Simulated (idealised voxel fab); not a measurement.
process module | voxel gate over fins
cross-section cut | 260 nm wide | cells 5 nm
A cross-section is a grid of square cells, given in bands from the top down. A band is one or more rows of cells.
Each band's line starts with the height of the band's top and of its bottom, in nm. Then come its materials from left to right, each with its width in nm. One material with "throughout" fills the band from edge to edge. "air" is empty space.
Height 0 is the level under which the wafer as received is all one material. The lowest band goes on downwards, as in "0 down".
A width such as "30 to 40" changes by the same amount from each row of cells to the next, from the band's top row to its bottom row.
"no change" after a step means that no cell of the cross-section changed.
closed voids: empty space of 8 cells or more with no open way to the top, each as width x height at its distance from the left edge, in nm
after a step's settings: what the simulator itself notes on the step
overlay nm, on a step with a mask: how far to the right of its planned place the mask lay; to the left if negative
plan
1 op RECEIVE | material Si
2 op CONFORMAL_DEP | material SiN | thk nm 5
3 op MASKED_ETCH | tone cover | mask id FINS | width nm 15 | pitch nm 35 | etch materials SiN | depth nm 5 | overlay nm 0
4 op MASKED_ETCH | tone cover | mask id FINS | width nm 15 | pitch nm 35 | etch materials Si | depth nm 35 | overlay nm 0
5 op OXIDIZE | depth nm 5
6 op FILL_DEP | material SiO2 | thk nm 15
7 op CMP | height nm 5
8 op SELECTIVE_ETCH | etch materials SiO2 | depth nm 20
9 op STRIP | etch materials SiN
10 op CONFORMAL_DEP | material HfO2 | thk nm 5
11 op CONFORMAL_DEP | material TiN | thk nm 5
12 op CONFORMAL_DEP | material TiAl | thk nm 5
13 op CONFORMAL_DEP | material TiN | thk nm 5
14 op FILL_DEP | material W | thk nm 15
15 op CMP | height nm 20
16 op CONFORMAL_DEP | material SiN | thk nm 10
varied across the wafers: height nm of step 15. The plan shows the first wafer's value. All wafers start alike
first wafer as received, after step 1
  0 down: Si throughout
  closed voids: none
each wafer at the end: cells of each material gained (+) or lost (-) since it was received, then its closed voids
height nm 20 | +64 HfO2 | -400 Si | +104 SiN | +250 SiO2 | +64 TiAl | +122 TiN | +108 W | closed voids: none
height nm 25 | +64 HfO2 | -400 Si | +104 SiN | +250 SiO2 | +64 TiAl | +122 TiN | +160 W | closed voids: none
height nm 30 | +64 HfO2 | -400 Si | +104 SiN | +250 SiO2 | +64 TiAl | +122 TiN | +212 W | closed voids: none
height nm 35 | +64 HfO2 | -400 Si | +104 SiN | +250 SiO2 | +64 TiAl | +122 TiN | +264 W | closed voids: none
